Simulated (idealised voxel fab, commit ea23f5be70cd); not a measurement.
process module | voxel transistor to metal
Section cut is 290 nm wide and gridded with 5 nm square cells.
How to read a cross-section here: the picture is a grid of square cells, written as bands going from the top down, and any band can span one or more rows of cells.
First you get the band's top height and its bottom height, in nm, and then the materials it's made of, left to right, with each width in nm. If you see a single material with "all across", that one covers the band edge to edge. "blank" is empty space.
Heights are reckoned from 0. Under this level, the received wafer is all of one material. The bottommost band is open-ended downward, for example "0 down".
Width spec "30->40" -> top row of cells at first value, bottom row at second value, equal per-row change in between.
"same as before" (step): cross-section cells unchanged, all of them.
Any empty space of 8 cells or more lacking an open way to the top shows up in "Enclosed internal voids" as width x height at distance, distance from the left edge, in nm.
Formally, on a step line, whatever follows the settings is a remark that the simulator itself makes on the step.
The line of a step may include "overlay nm". On a step with a mask, this value is how far to the right of its planned place the mask lay. A negative value means the mask lay to the left.
Reading key. Pairs: pre-step and post-step cross-section, one process step apart; post-step view only to lowest changed band. Step between + settings: beneath pair. Runs: pairs may be from different runs of this module, same starting wafer. Continuation from pair above: only where "Pre-processing view" entry says.

## Pre-processing view
> 25 to 10 = SiO2 all across
> 10 to 0 = SiO2: 35, then nSi: 20, then SiN: 5, then HfO2: 5, then TiN: 5, then W: 5, then TiN: 5, then HfO2: 5, then SiN: 5, then nSi: 20, then SiO2: 65, then nSi: 20, then SiN: 5, then HfO2: 5, then TiN: 5, then W: 5, then TiN: 5, then HfO2: 5, then SiN: 5, then nSi: 20, then SiO2: 40
> 0 to -5 = SiO2: 10, then nSi: 45, then SiN: 5, then HfO2: 5, then TiN: 15, then HfO2: 5, then SiN: 5, then nSi: 45, then SiO2: 15, then nSi: 45, then SiN: 5, then HfO2: 5, then TiN: 15, then HfO2: 5, then SiN: 5, then nSi: 45, then SiO2: 15
> -5 to -10 = SiO2: 10, then SiN: 5, then nSi: 40, then HfO2: 35, then nSi: 40, then SiN: 5, then SiO2: 15, then SiN: 5, then nSi: 40, then HfO2: 35, then nSi: 40, then SiN: 5, then SiO2: 5, then SiN: 5, then SiO2: 5
> -10 to -15 = SiO2: 10, then SiN: 5, then SiO2: 5, then nSi: 35, then Si: 35, then nSi: 35, then SiO2: 5, then SiN: 5, then SiO2: 15, then SiN: 5, then SiO2: 5, then nSi: 35, then Si: 35, then nSi: 35, then SiO2: 5, then SiN: 5, then SiO2: 5, then SiN: 5, then SiO2: 5
> -15 to -20 = SiO2: 20, then nSi: 35, then Si: 35, then nSi: 35, then SiO2: 35, then nSi: 35, then Si: 35, then nSi: 35, then SiO2: 25
> -20 to -25 = SiO2: 15, then Si: 5, then nSi: 35, then Si: 35, then nSi: 35, then Si: 5, then SiO2: 25, then Si: 5, then nSi: 35, then Si: 35, then nSi: 35, then Si: 5, then SiO2: 20
> -25 to -40 = SiO2: 15, then Si: 115, then SiO2: 25, then Si: 115, then SiO2: 20
> -40 down = Si all across
> Enclosed internal voids: none

## Sectional Result
> 25 to 10 = SiO2: 25, then blank: 15, then SiO2: 65, then blank: 15, then SiO2: 45, then blank: 15, then SiO2: 65, then blank: 15, then SiO2: 30
> 10 to 0 = SiO2: 25, then blank: 10, then nSi: 20, then SiN: 5, then HfO2: 5, then TiN: 5, then W: 5, then TiN: 5, then HfO2: 5, then SiN: 5, then nSi: 20, then blank: 10, then SiO2: 45, then blank: 10, then nSi: 20, then SiN: 5, then HfO2: 5, then TiN: 5, then W: 5, then TiN: 5, then HfO2: 5, then SiN: 5, then nSi: 20, then blank: 10, then SiO2: 30
> Below a height of 0, the structure has not been altered.
> Enclosed internal voids: none
What was done to get from the before section above to the after section? MASKED_ETCH | tone open | mask id CONTACT | width nm 15 | etch materials SiO2 | depth nm 30 | overlay nm 0

Pre-processing view: after-step cross-section of the pair just above applies.

## Sectional Result
> 30 to 25 = TiN: 30, then blank: 5, then TiN: 75, then blank: 5, then TiN: 55, then blank: 5, then TiN: 75, then blank: 5, then TiN: 35
> 25 to 15 = SiO2: 25, then TiN: 5, then blank: 5, then TiN: 5, then SiO2: 65, then TiN: 5, then blank: 5, then TiN: 5, then SiO2: 45, then TiN: 5, then blank: 5, then TiN: 5, then SiO2: 65, then TiN: 5, then blank: 5, then TiN: 5, then SiO2: 30
> 15 to 10 = SiO2: 25, then TiN: 15, then SiO2: 65, then TiN: 15, then SiO2: 45, then TiN: 15, then SiO2: 65, then TiN: 15, then SiO2: 30
> 10 to 0 = SiO2: 25, then TiN: 10, then nSi: 20, then SiN: 5, then HfO2: 5, then TiN: 5, then W: 5, then TiN: 5, then HfO2: 5, then SiN: 5, then nSi: 20, then TiN: 10, then SiO2: 45, then TiN: 10, then nSi: 20, then SiN: 5, then HfO2: 5, then TiN: 5, then W: 5, then TiN: 5, then HfO2: 5, then SiN: 5, then nSi: 20, then TiN: 10, then SiO2: 30
> Below a height of 0, the structure has not been altered.
> Enclosed internal voids: none
What was done to get from the before section above to the after section? CONFORMAL_DEP | material TiN | thk nm 5

Pre-processing view: after-step cross-section of the pair just above applies.

## Sectional Result
> 35 to 30 = Ru all across
> 30 to 25 = TiN: 30, then Ru: 5, then TiN: 75, then Ru: 5, then TiN: 55, then Ru: 5, then TiN: 75, then Ru: 5, then TiN: 35
> 25 to 15 = SiO2: 25, then TiN: 5, then Ru: 5, then TiN: 5, then SiO2: 65, then TiN: 5, then Ru: 5, then TiN: 5, then SiO2: 45, then TiN: 5, then Ru: 5, then TiN: 5, then SiO2: 65, then TiN: 5, then Ru: 5, then TiN: 5, then SiO2: 30
> Below a height of 15, the structure has not been altered.
> Enclosed internal voids: none
What was done to get from the before section above to the after section? FILL_DEP | material Ru | thk nm 5

Pre-processing view: after-step cross-section of the pair just above applies.

## Sectional Result
> 25 to 15 = SiO2: 25, then TiN: 5, then Ru: 5, then TiN: 5, then SiO2: 65, then TiN: 5, then Ru: 5, then TiN: 5, then SiO2: 45, then TiN: 5, then Ru: 5, then TiN: 5, then SiO2: 65, then TiN: 5, then Ru: 5, then TiN: 5, then SiO2: 30
> Below a height of 15, the structure has not been altered.
> Enclosed internal voids: none
What was done to get from the before section above to the after section? CMP | height nm 25

Pre-processing view: after-step cross-section of the pair just above applies.

## Sectional Result
> 30 to 25 = SiN all across
> Below a height of 25, the structure has not been altered.
> Enclosed internal voids: none
What was done to get from the before section above to the after section? CONFORMAL_DEP | material SiN | thk nm 5

Pre-processing view: after-step cross-section of the pair just above applies.

## Sectional Result
> 50 to 30 = SiO2 all across
> Below a height of 30, the structure has not been altered.
> Enclosed internal voids: none
What was done to get from the before section above to the after section? DIRECTIONAL_DEP | material SiO2 | thk nm 20

Pre-processing view: after-step cross-section of the pair just above applies.

## Sectional Result
> 60 to 50 = aC all across
> Below a height of 50, the structure has not been altered.
> Enclosed internal voids: none
What was done to get from the before section above to the after section? DIRECTIONAL_DEP | material aC | thk nm 10

Pre-processing view: after-step cross-section of the pair just above applies.

## Sectional Result
> 90 to 60 = resist: 25, then blank: 15, then resist: 65, then blank: 15, then resist: 45, then blank: 15, then resist: 65, then blank: 15, then resist: 30
> Below a height of 60, the structure has not been altered.
> Enclosed internal voids: none
What was done to get from the before section above to the after section? PATTERN | tone open | mask id METAL_1 | material resist | width nm 15 | thk nm 30 | overlay nm 0

Pre-processing view: after-step cross-section of the pair just above applies.

## Sectional Result
> 80 to 60 = resist: 25, then blank: 15, then resist: 65, then blank: 15, then resist: 45, then blank: 15, then resist: 65, then blank: 15, then resist: 30
> 60 to 50 = aC: 25, then blank: 15, then aC: 65, then blank: 15, then aC: 45, then blank: 15, then aC: 65, then blank: 15, then aC: 30
> Below a height of 50, the structure has not been altered.
> Enclosed internal voids: none
What was done to get from the before section above to the after section? DIRECTIONAL_ETCH | etch materials aC | depth nm 10

Pre-processing view: after-step cross-section of the pair just above applies.

## Sectional Result
> 60 to 50 = aC: 25, then blank: 15, then aC: 65, then blank: 15, then aC: 45, then blank: 15, then aC: 65, then blank: 15, then aC: 30
> Below a height of 50, the structure has not been altered.
> Enclosed internal voids: none
What was done to get from the before section above to the after section? STRIP | etch materials resist

Pre-processing view: after-step cross-section of the pair just above applies.

## Sectional Result
> 60 to 50 = aC: 25, then blank: 15, then aC: 65, then blank: 15, then aC: 45, then blank: 15, then aC: 65, then blank: 15, then aC: 30
> 50 to 30 = SiO2: 25, then blank: 15, then SiO2: 65, then blank: 15, then SiO2: 45, then blank: 15, then SiO2: 65, then blank: 15, then SiO2: 30
> Below a height of 30, the structure has not been altered.
> Enclosed internal voids: none
What was done to get from the before section above to the after section? DIRECTIONAL_ETCH | etch materials SiO2 | depth nm 20

Pre-processing view: after-step cross-section of the pair just above applies.

## Sectional Result
> 60 to 50 = aC: 25, then blank: 15, then aC: 65, then blank: 15, then aC: 45, then blank: 15, then aC: 65, then blank: 15, then aC: 30
> 50 to 30 = SiO2: 25, then blank: 15, then SiO2: 65, then blank: 15, then SiO2: 45, then blank: 15, then SiO2: 65, then blank: 15, then SiO2: 30
> 30 to 25 = SiN: 25, then blank: 15, then SiN: 65, then blank: 15, then SiN: 45, then blank: 15, then SiN: 65, then blank: 15, then SiN: 30
> Below a height of 25, the structure has not been altered.
> Enclosed internal voids: none
What was done to get from the before section above to the after section? DIRECTIONAL_ETCH | etch materials SiN | depth nm 5

Pre-processing view: after-step cross-section of the pair just above applies.

## Sectional Result
> 50 to 30 = SiO2: 25, then blank: 15, then SiO2: 65, then blank: 15, then SiO2: 45, then blank: 15, then SiO2: 65, then blank: 15, then SiO2: 30
> Below a height of 30, the structure has not been altered.
> Enclosed internal voids: none
What was done to get from the before section above to the after section? STRIP | etch materials aC

Pre-processing view: after-step cross-section of the pair just above applies.

## Sectional Result
> 55 to 50 = TiN: 30, then blank: 5, then TiN: 75, then blank: 5, then TiN: 55, then blank: 5, then TiN: 75, then blank: 5, then TiN: 35
> 50 to 30 = SiO2: 25, then TiN: 5, then blank: 5, then TiN: 5, then SiO2: 65, then TiN: 5, then blank: 5, then TiN: 5, then SiO2: 45, then TiN: 5, then blank: 5, then TiN: 5, then SiO2: 65, then TiN: 5, then blank: 5, then TiN: 5, then SiO2: 30
> 30 to 25 = SiN: 25, then TiN: 15, then SiN: 65, then TiN: 15, then SiN: 45, then TiN: 15, then SiN: 65, then TiN: 15, then SiN: 30
> Below a height of 25, the structure has not been altered.
> Enclosed internal voids: none
What was done to get from the before section above to the after section? CONFORMAL_DEP | material TiN | thk nm 5

Pre-processing view: after-step cross-section of the pair just above applies.

## Sectional Result
> 60 to 55 = Cu all across
> 55 to 50 = TiN: 30, then Cu: 5, then TiN: 75, then Cu: 5, then TiN: 55, then Cu: 5, then TiN: 75, then Cu: 5, then TiN: 35
> 50 to 30 = SiO2: 25, then TiN: 5, then Cu: 5, then TiN: 5, then SiO2: 65, then TiN: 5, then Cu: 5, then TiN: 5, then SiO2: 45, then TiN: 5, then Cu: 5, then TiN: 5, then SiO2: 65, then TiN: 5, then Cu: 5, then TiN: 5, then SiO2: 30
> Below a height of 30, the structure has not been altered.
> Enclosed internal voids: none
What was done to get from the before section above to the after section? FILL_DEP | material Cu | thk nm 5

Pre-processing view: after-step cross-section of the pair just above applies.

## Sectional Result
> 50 to 30 = SiO2: 25, then TiN: 5, then Cu: 5, then TiN: 5, then SiO2: 65, then TiN: 5, then Cu: 5, then TiN: 5, then SiO2: 45, then TiN: 5, then Cu: 5, then TiN: 5, then SiO2: 65, then TiN: 5, then Cu: 5, then TiN: 5, then SiO2: 30
> Below a height of 30, the structure has not been altered.
> Enclosed internal voids: none
What was done to get from the before section above to the after section? CMP | height nm 50

Pre-processing view: after-step cross-section of the pair just above applies.

## Sectional Result
> 55 to 50 = blank: 20, then Ru: 25, then blank: 55, then Ru: 25, then blank: 35, then Ru: 25, then blank: 55, then Ru: 25, then blank: 25
> Below a height of 50, the structure has not been altered.
> Enclosed internal voids: none
What was done to get from the before section above to the after section? EPI | material Ru | thk nm 5

Pre-processing view: after-step cross-section of the pair just above applies.

## Sectional Result
> 60 to 55 = SiCN all across
> 55 to 50 = SiCN: 20, then Ru: 25, then SiCN: 55, then Ru: 25, then SiCN: 35, then Ru: 25, then SiCN: 55, then Ru: 25, then SiCN: 25
> Below a height of 50, the structure has not been altered.
> Enclosed internal voids: none
What was done to get from the before section above to the after section? FILL_DEP | material SiCN | thk nm 5

## Pre-processing view
> 25 to 10 = blank: 15, then resist: 115, then blank: 25, then resist: 115, then blank: 20
> 10 to 0 = blank: 15, then SiN: 115, then blank: 25, then SiN: 115, then blank: 20
> 0 to -5 = blank: 15, then SiO2: 115, then blank: 25, then SiO2: 115, then blank: 20
> -5 down = Si all across
> Enclosed internal voids: none

## Sectional Result
> 25 to 10 = blank: 15, then resist: 115, then blank: 25, then resist: 115, then blank: 20
> 10 to 0 = blank: 15, then SiN: 115, then blank: 25, then SiN: 115, then blank: 20
> 0 to -5 = blank: 15, then SiO2: 115, then blank: 25, then SiO2: 115, then blank: 20
> -5 to -45 = blank: 15, then Si: 115, then blank: 25, then Si: 115, then blank: 20
> Below a height of -45, the structure has not been altered.
> Enclosed internal voids: none
What was done to get from the before section above to the after section? DIRECTIONAL_ETCH | etch materials Si | depth nm 40

Pre-processing view: after-step cross-section of the pair just above applies.

## Sectional Result
> 10 to 0 = blank: 15, then SiN: 115, then blank: 25, then SiN: 115, then blank: 20
> Below a height of 0, the structure has not been altered.
> Enclosed internal voids: none
What was done to get from the before section above to the after section? STRIP | etch materials resist

Pre-processing view: after-step cross-section of the pair just above applies.

## Sectional Result
> 20 to 10 = SiO2 all across
> 10 to 0 = SiO2: 15, then SiN: 115, then SiO2: 25, then SiN: 115, then SiO2: 20
> 0 to -5 = SiO2 all across
> -5 to -45 = SiO2: 15, then Si: 115, then SiO2: 25, then Si: 115, then SiO2: 20
> Below a height of -45, the structure has not been altered.
> Enclosed internal voids: none
What was done to get from the before section above to the after section? FILL_DEP | material SiO2 | thk nm 10

Pre-processing view: after-step cross-section of the pair just above applies.

## Sectional Result
> 10 to 0 = SiO2: 15, then SiN: 115, then SiO2: 25, then SiN: 115, then SiO2: 20
> Below a height of 0, the structure has not been altered.
> Enclosed internal voids: none
What was done to get from the before section above to the after section? CMP | height nm 10

Pre-processing view: after-step cross-section of the pair just above applies.

## Sectional Result
> 10 to 0 = blank: 15, then SiN: 115, then blank: 25, then SiN: 115, then blank: 20
> Below a height of 0, the structure has not been altered.
> Enclosed internal voids: none
What was done to get from the before section above to the after section? SELECTIVE_ETCH | etch materials SiO2 | depth nm 10

Pre-processing view: after-step cross-section of the pair just above applies.

## Sectional Result
> 0 to -5 = SiO2 all across
> Below a height of -5, the structure has not been altered.
> Enclosed internal voids: none
What was done to get from the before section above to the after section? STRIP | etch materials SiN

Pre-processing view: after-step cross-section of the pair just above applies.

## Sectional Result
> -5 to -45 = SiO2: 15, then Si: 115, then SiO2: 25, then Si: 115, then SiO2: 20
> Below a height of -45, the structure has not been altered.
> Enclosed internal voids: none
What was done to get from the before section above to the after section? SELECTIVE_ETCH | etch materials SiO2 | depth nm 5

Pre-processing view: after-step cross-section of the pair just above applies.

## Sectional Result
> -5 to -10 = SiO2 all across
> Below a height of -10, the structure has not been altered.
> Enclosed internal voids: none
What was done to get from the before section above to the after section? OXIDIZE | depth nm 5

Pre-processing view: after-step cross-section of the pair just above applies.

## Sectional Result
> 15 to -5 = polySi all across
> Below a height of -5, the structure has not been altered.
> Enclosed internal voids: none
What was done to get from the before section above to the after section? DIRECTIONAL_DEP | material polySi | thk nm 20

Pre-processing view: after-step cross-section of the pair just above applies.

## Sectional Result
> 30 to 15 = SiCN all across
> Below a height of 15, the structure has not been altered.
> Enclosed internal voids: none
What was done to get from the before section above to the after section? DIRECTIONAL_DEP | material SiCN | thk nm 15

Pre-processing view: after-step cross-section of the pair just above applies.

## Sectional Result
> 45 to 30 = blank: 60, then resist: 25, then blank: 115, then resist: 25, then blank: 65
> Below a height of 30, the structure has not been altered.
> Enclosed internal voids: none
What was done to get from the before section above to the after section? PATTERN | tone cover | mask id GATE | material resist | width nm 25 | pitch nm 140 | thk nm 15 | overlay nm 0

Pre-processing view: after-step cross-section of the pair just above applies.

## Sectional Result
> 45 to 30 = blank: 60, then resist: 25, then blank: 115, then resist: 25, then blank: 65
> 30 to 15 = blank: 60, then SiCN: 25, then blank: 115, then SiCN: 25, then blank: 65
> Below a height of 15, the structure has not been altered.
> Enclosed internal voids: none
What was done to get from the before section above to the after section? DIRECTIONAL_ETCH | etch materials SiCN | depth nm 25

Pre-processing view: after-step cross-section of the pair just above applies.

## Sectional Result
> 45 to 30 = blank: 60, then resist: 25, then blank: 115, then resist: 25, then blank: 65
> 30 to 15 = blank: 60, then SiCN: 25, then blank: 115, then SiCN: 25, then blank: 65
> 15 to -5 = blank: 60, then polySi: 25, then blank: 115, then polySi: 25, then blank: 65
> Below a height of -5, the structure has not been altered.
> Enclosed internal voids: none
What was done to get from the before section above to the after section? DIRECTIONAL_ETCH | etch materials polySi | depth nm 30

Pre-processing view: after-step cross-section of the pair just above applies.

## Sectional Result
> 30 to 15 = blank: 60, then SiCN: 25, then blank: 115, then SiCN: 25, then blank: 65
> Below a height of 15, the structure has not been altered.
> Enclosed internal voids: none
What was done to get from the before section above to the after section? STRIP | etch materials resist

Pre-processing view: after-step cross-section of the pair just above applies.

## Sectional Result
> 35 to 30 = blank: 55, then SiN: 35, then blank: 105, then SiN: 35, then blank: 60
> 30 to 15 = blank: 55, then SiN: 5, then SiCN: 25, then SiN: 5, then blank: 105, then SiN: 5, then SiCN: 25, then SiN: 5, then blank: 60
> 15 to 0 = blank: 55, then SiN: 5, then polySi: 25, then SiN: 5, then blank: 105, then SiN: 5, then polySi: 25, then SiN: 5, then blank: 60
> 0 to -5 = SiN: 60, then polySi: 25, then SiN: 115, then polySi: 25, then SiN: 65
> Below a height of -5, the structure has not been altered.
> Enclosed internal voids: none
What was done to get from the before section above to the after section? CONFORMAL_DEP | material SiN | thk nm 5

Pre-processing view: after-step cross-section of the pair just above applies.

## Sectional Result
> 30 to 15 = blank: 55, then SiN: 5, then SiCN: 25, then SiN: 5, then blank: 105, then SiN: 5, then SiCN: 25, then SiN: 5, then blank: 60
> 15 to -5 = blank: 55, then SiN: 5, then polySi: 25, then SiN: 5, then blank: 105, then SiN: 5, then polySi: 25, then SiN: 5, then blank: 60
> Below a height of -5, the structure has not been altered.
> Enclosed internal voids: none
What was done to get from the before section above to the after section? DIRECTIONAL_ETCH | etch materials SiN | depth nm 5

Pre-processing view: after-step cross-section of the pair just above applies.

## Sectional Result
> 30 to 15 = blank: 55, then SiN: 5, then SiCN: 25, then SiN: 5, then blank: 105, then SiN: 5, then SiCN: 25, then SiN: 5, then blank: 60
> 15 to -5 = blank: 55, then SiN: 5, then polySi: 25, then SiN: 5, then blank: 105, then SiN: 5, then polySi: 25, then SiN: 5, then blank: 60
> -5 to -10 = blank: 55, then SiO2: 35, then blank: 105, then SiO2: 35, then blank: 60
> Below a height of -10, the structure has not been altered.
> Enclosed internal voids: none
What was done to get from the before section above to the after section? DIRECTIONAL_ETCH | etch materials SiO2 | depth nm 5

Pre-processing view: after-step cross-section of the pair just above applies.

## Sectional Result
> 30 to 15 = blank: 55, then SiN: 5, then SiCN: 25, then SiN: 5, then blank: 105, then SiN: 5, then SiCN: 25, then SiN: 5, then blank: 60
> 15 to -5 = blank: 55, then SiN: 5, then polySi: 25, then SiN: 5, then blank: 105, then SiN: 5, then polySi: 25, then SiN: 5, then blank: 60
> -5 to -10 = blank: 55, then SiO2: 35, then blank: 105, then SiO2: 35, then blank: 60
> -10 to -25 = SiO2: 15, then blank: 40, then Si: 35, then blank: 40, then SiO2: 25, then blank: 40, then Si: 35, then blank: 40, then SiO2: 20
> Below a height of -25, the structure has not been altered.
> Enclosed internal voids: none
What was done to get from the before section above to the after section? DIRECTIONAL_ETCH | etch materials Si | depth nm 15

Pre-processing view: after-step cross-section of the pair just above applies.

## Sectional Result
> 30 to 15 = blank: 55, then SiN: 5, then SiCN: 25, then SiN: 5, then blank: 105, then SiN: 5, then SiCN: 25, then SiN: 5, then blank: 60
> 15 to 10 = blank: 55, then SiN: 5, then polySi: 25, then SiN: 5, then blank: 105, then SiN: 5, then polySi: 25, then SiN: 5, then blank: 60
> 10 to -5 = blank: 35, then nSi: 20, then SiN: 5, then polySi: 25, then SiN: 5, then nSi: 20, then blank: 65, then nSi: 20, then SiN: 5, then polySi: 25, then SiN: 5, then nSi: 20, then blank: 40
> -5 to -10 = blank: 10, then nSi: 45, then SiO2: 35, then nSi: 45, then blank: 15, then nSi: 45, then SiO2: 35, then nSi: 45, then blank: 15
> -10 to -25 = SiO2: 15, then nSi: 40, then Si: 35, then nSi: 40, then SiO2: 25, then nSi: 40, then Si: 35, then nSi: 40, then SiO2: 20
> Below a height of -25, the structure has not been altered.
> Enclosed internal voids: none
What was done to get from the before section above to the after section? EPI | material nSi | thk nm 20

Pre-processing view: after-step cross-section of the pair just above applies.

## Sectional Result
> 40 to 30 = SiO2 all across
> 30 to 15 = SiO2: 55, then SiN: 5, then SiCN: 25, then SiN: 5, then SiO2: 105, then SiN: 5, then SiCN: 25, then SiN: 5, then SiO2: 60
> 15 to 10 = SiO2: 55, then SiN: 5, then polySi: 25, then SiN: 5, then SiO2: 105, then SiN: 5, then polySi: 25, then SiN: 5, then SiO2: 60
> 10 to -5 = SiO2: 35, then nSi: 20, then SiN: 5, then polySi: 25, then SiN: 5, then nSi: 20, then SiO2: 65, then nSi: 20, then SiN: 5, then polySi: 25, then SiN: 5, then nSi: 20, then SiO2: 40
> -5 to -10 = SiO2: 10, then nSi: 45, then SiO2: 35, then nSi: 45, then SiO2: 15, then nSi: 45, then SiO2: 35, then nSi: 45, then SiO2: 15
> Below a height of -10, the structure has not been altered.
> Enclosed internal voids: none
What was done to get from the before section above to the after section? FILL_DEP | material SiO2 | thk nm 10

Pre-processing view: after-step cross-section of the pair just above applies.

## Sectional Result
> 15 to 10 = SiO2: 55, then SiN: 5, then polySi: 25, then SiN: 5, then SiO2: 105, then SiN: 5, then polySi: 25, then SiN: 5, then SiO2: 60
> Below a height of 10, the structure has not been altered.
> Enclosed internal voids: none
What was done to get from the before section above to the after section? CMP | height nm 15

Pre-processing view: after-step cross-section of the pair just above applies.

## Sectional Result
> 15 to 10 = SiO2: 55, then SiN: 5, then blank: 25, then SiN: 5, then SiO2: 105, then SiN: 5, then blank: 25, then SiN: 5, then SiO2: 60
> 10 to -5 = SiO2: 35, then nSi: 20, then SiN: 5, then blank: 25, then SiN: 5, then nSi: 20, then SiO2: 65, then nSi: 20, then SiN: 5, then blank: 25, then SiN: 5, then nSi: 20, then SiO2: 40
> Below a height of -5, the structure has not been altered.
> Enclosed internal voids: none
What was done to get from the before section above to the after section? STRIP | etch materials polySi

Pre-processing view: after-step cross-section of the pair just above applies.

## Sectional Result
> 15 to 10 = blank: 55, then SiN: 5, then blank: 25, then SiN: 5, then blank: 105, then SiN: 5, then blank: 25, then SiN: 5, then blank: 60
> 10 to -5 = SiO2: 35, then nSi: 20, then SiN: 5, then blank: 25, then SiN: 5, then nSi: 20, then SiO2: 65, then nSi: 20, then SiN: 5, then blank: 25, then SiN: 5, then nSi: 20, then SiO2: 40
> -5 to -10 = SiO2: 10, then nSi: 45, then blank: 35, then nSi: 45, then SiO2: 15, then nSi: 45, then blank: 35, then nSi: 45, then SiO2: 15
> Below a height of -10, the structure has not been altered.
> Enclosed internal voids: none
What was done to get from the before section above to the after section? SELECTIVE_ETCH | etch materials SiO2 | depth nm 5

Pre-processing view: after-step cross-section of the pair just above applies.

## Sectional Result
> 20 to 15 = blank: 50, then HfO2: 15, then blank: 15, then HfO2: 15, then blank: 95, then HfO2: 15, then blank: 15, then HfO2: 15, then blank: 55
> 15 to 10 = HfO2: 55, then SiN: 5, then HfO2: 5, then blank: 15, then HfO2: 5, then SiN: 5, then HfO2: 105, then SiN: 5, then HfO2: 5, then blank: 15, then HfO2: 5, then SiN: 5, then HfO2: 60
> 10 to -5 = SiO2: 35, then nSi: 20, then SiN: 5, then HfO2: 5, then blank: 15, then HfO2: 5, then SiN: 5, then nSi: 20, then SiO2: 65, then nSi: 20, then SiN: 5, then HfO2: 5, then blank: 15, then HfO2: 5, then SiN: 5, then nSi: 20, then SiO2: 40
> -5 to -10 = SiO2: 10, then nSi: 45, then HfO2: 35, then nSi: 45, then SiO2: 15, then nSi: 45, then HfO2: 35, then nSi: 45, then SiO2: 15
> Below a height of -10, the structure has not been altered.
> Enclosed internal voids: none
What was done to get from the before section above to the after section? CONFORMAL_DEP | material HfO2 | thk nm 5

Pre-processing view: after-step cross-section of the pair just above applies.

## Sectional Result
> 25 to 20 = blank: 45, then TiN: 25, then blank: 5, then TiN: 25, then blank: 85, then TiN: 25, then blank: 5, then TiN: 25, then blank: 50
> 20 to 15 = TiN: 50, then HfO2: 15, then TiN: 5, then blank: 5, then TiN: 5, then HfO2: 15, then TiN: 95, then HfO2: 15, then TiN: 5, then blank: 5, then TiN: 5, then HfO2: 15, then TiN: 55
> 15 to 10 = HfO2: 55, then SiN: 5, then HfO2: 5, then TiN: 5, then blank: 5, then TiN: 5, then HfO2: 5, then SiN: 5, then HfO2: 105, then SiN: 5, then HfO2: 5, then TiN: 5, then blank: 5, then TiN: 5, then HfO2: 5, then SiN: 5, then HfO2: 60
> 10 to 0 = SiO2: 35, then nSi: 20, then SiN: 5, then HfO2: 5, then TiN: 5, then blank: 5, then TiN: 5, then HfO2: 5, then SiN: 5, then nSi: 20, then SiO2: 65, then nSi: 20, then SiN: 5, then HfO2: 5, then TiN: 5, then blank: 5, then TiN: 5, then HfO2: 5, then SiN: 5, then nSi: 20, then SiO2: 40
> 0 to -5 = SiO2: 35, then nSi: 20, then SiN: 5, then HfO2: 5, then TiN: 15, then HfO2: 5, then SiN: 5, then nSi: 20, then SiO2: 65, then nSi: 20, then SiN: 5, then HfO2: 5, then TiN: 15, then HfO2: 5, then SiN: 5, then nSi: 20, then SiO2: 40
> Below a height of -5, the structure has not been altered.
> Enclosed internal voids: none
What was done to get from the before section above to the after section? CONFORMAL_DEP | material TiN | thk nm 5

Pre-processing view: after-step cross-section of the pair just above applies.

## Sectional Result
> 35 to 25 = W all across
> 25 to 20 = W: 45, then TiN: 25, then W: 5, then TiN: 25, then W: 85, then TiN: 25, then W: 5, then TiN: 25, then W: 50
> 20 to 15 = TiN: 50, then HfO2: 15, then TiN: 5, then W: 5, then TiN: 5, then HfO2: 15, then TiN: 95, then HfO2: 15, then TiN: 5, then W: 5, then TiN: 5, then HfO2: 15, then TiN: 55
> 15 to 10 = HfO2: 55, then SiN: 5, then HfO2: 5, then TiN: 5, then W: 5, then TiN: 5, then HfO2: 5, then SiN: 5, then HfO2: 105, then SiN: 5, then HfO2: 5, then TiN: 5, then W: 5, then TiN: 5, then HfO2: 5, then SiN: 5, then HfO2: 60
> 10 to 0 = SiO2: 35, then nSi: 20, then SiN: 5, then HfO2: 5, then TiN: 5, then W: 5, then TiN: 5, then HfO2: 5, then SiN: 5, then nSi: 20, then SiO2: 65, then nSi: 20, then SiN: 5, then HfO2: 5, then TiN: 5, then W: 5, then TiN: 5, then HfO2: 5, then SiN: 5, then nSi: 20, then SiO2: 40
> Below a height of 0, the structure has not been altered.
> Enclosed internal voids: none
What was done to get from the before section above to the after section? FILL_DEP | material W | thk nm 10

Pre-processing view: after-step cross-section of the pair just above applies.

## Sectional Result
> 10 to 0 = SiO2: 35, then nSi: 20, then SiN: 5, then HfO2: 5, then TiN: 5, then W: 5, then TiN: 5, then HfO2: 5, then SiN: 5, then nSi: 20, then SiO2: 65, then nSi: 20, then SiN: 5, then HfO2: 5, then TiN: 5, then W: 5, then TiN: 5, then HfO2: 5, then SiN: 5, then nSi: 20, then SiO2: 40
> Below a height of 0, the structure has not been altered.
> Enclosed internal voids: none
What was done to get from the before section above to the after section? CMP | height nm 10

Pre-processing view: after-step cross-section of the pair just above applies.

## Sectional Result
> 25 to 10 = SiO2 all across
> Below a height of 10, the structure has not been altered.
> Enclosed internal voids: none
What was done to get from the before section above to the after section? DIRECTIONAL_DEP | material SiO2 | thk nm 15

Pre-processing view: after-step cross-section of the pair just above applies.

## Sectional Result
> 25 to 10 = SiO2: 25, then blank: 15, then SiO2: 65, then blank: 15, then SiO2: 45, then blank: 15, then SiO2: 65, then blank: 15, then SiO2: 30
> 10 to 0 = SiO2: 25, then blank: 10, then nSi: 20, then SiN: 5, then HfO2: 5, then TiN: 5, then W: 5, then TiN: 5, then HfO2: 5, then SiN: 5, then nSi: 20, then blank: 10, then SiO2: 45, then blank: 10, then nSi: 20, then SiN: 5, then HfO2: 5, then TiN: 5, then W: 5, then TiN: 5, then HfO2: 5, then SiN: 5, then nSi: 20, then blank: 10, then SiO2: 30
> 0 to -5 = SiO2: 25, then blank: 10, then nSi: 20, then SiN: 5, then HfO2: 5, then TiN: 15, then HfO2: 5, then SiN: 5, then nSi: 20, then blank: 10, then SiO2: 45, then blank: 10, then nSi: 20, then SiN: 5, then HfO2: 5, then TiN: 15, then HfO2: 5, then SiN: 5, then nSi: 20, then blank: 10, then SiO2: 30
> Below a height of -5, the structure has not been altered.
> Enclosed internal voids: none
What was done to get from the before section above to the after section? MASKED_ETCH | tone open | mask id CONTACT | width nm 15 | etch materials SiO2 | depth nm 30 | overlay nm 0
